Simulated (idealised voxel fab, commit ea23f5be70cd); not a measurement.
The following process module bears the name voxel spacer lines.
Cross-section cut spans 230 nm and uses square cells 5 nm in size.
Cross-section spec: square-cell grid; bands listed top down; each band is one or more rows. It is stipulated that each band's entry specify, in nanometres, the height of the top of the band and then that of its bottom, followed by the materials of the band in left-to-right sequence, each together with its width in nanometres. A single material marked by the word "full width" is understood to fill the band from edge to edge; the word "empty" is understood to denote empty space. Height reference: 0 = level under which incoming wafer is all one material. Lowest band: no bottom, runs on downward, e.g. "top 0, no bottom". A width such as "30->40" changes by the same amount from each row of cells to the next, from the band's top row to its bottom row. The designation "no modification", where it is given for a processing step, indicates that no cell of the cross-section was altered in the course of that step. So "Closed void entries" is basically the list of trapped voids: any empty space of 8 cells or more that can't reach the top through an opening. They're written width x height at distance, the distance being from the left edge, and it's all nm. On a step's line, text after the settings is the simulator commenting on that step. overlay nm: on a step with a mask, how far right of its planned place the mask lay; negative means left.

STEPS IN THE PROCESS PLAN
| 1 | RECEIVE | material Si |
| 2 | CONFORMAL_DEP | material Al2O3 | thk nm 5 |
| 3 | DIRECTIONAL_DEP | material SiN | thk nm 10 |
| 4 | DIRECTIONAL_DEP | material polySi | thk nm 25 |
| 5 | PATTERN | tone cover | mask id MANDREL | material resist | width nm 15 | pitch nm 60 | thk nm 35 | overlay nm 0 |
| 6 | DIRECTIONAL_ETCH | etch materials polySi | depth nm 25 |
| 7 | STRIP | etch materials resist |
| 8 | CONFORMAL_DEP | material SiO2 | thk nm 15 |
| 9 | DIRECTIONAL_ETCH | etch materials SiO2 | depth nm 15 |
| 10 | STRIP | etch materials polySi |
| 11 | DIRECTIONAL_ETCH | etch materials SiN | depth nm 10 |
| 12 | STRIP | etch materials SiO2 |

WAFER AT RECEIPT (POST STEP 1), CROSS-SECTION
    top 0, no bottom | Si full width
    Closed void entries: none

LOOK AT THE CROSS-SECTION AFTER THE MODULE: THE WAFER STARTED OUT THE WAY SHOWN ABOVE AND THE PLAN WAS THE ONE SHOWN ABOVE, YET ONE MISTAKE WAS MADE ALONG THE WAY
    top 15, bottom 5 | 25 empty | 15 SiN | 25 empty | 15 SiN | 5 empty | 15 SiN | 25 empty | 15 SiN | 5 empty | 15 SiN | 25 empty | 15 SiN | 30 empty
    top 5, bottom 0 | Al2O3 full width
    top 0, no bottom | Si full width
    Closed void entries: none
Plan not followed: step 5 deviated from plan and actually ran as PATTERN | tone cover | mask id MANDREL | material resist | width nm 25 | pitch nm 60 | thk nm 35 | overlay nm 0
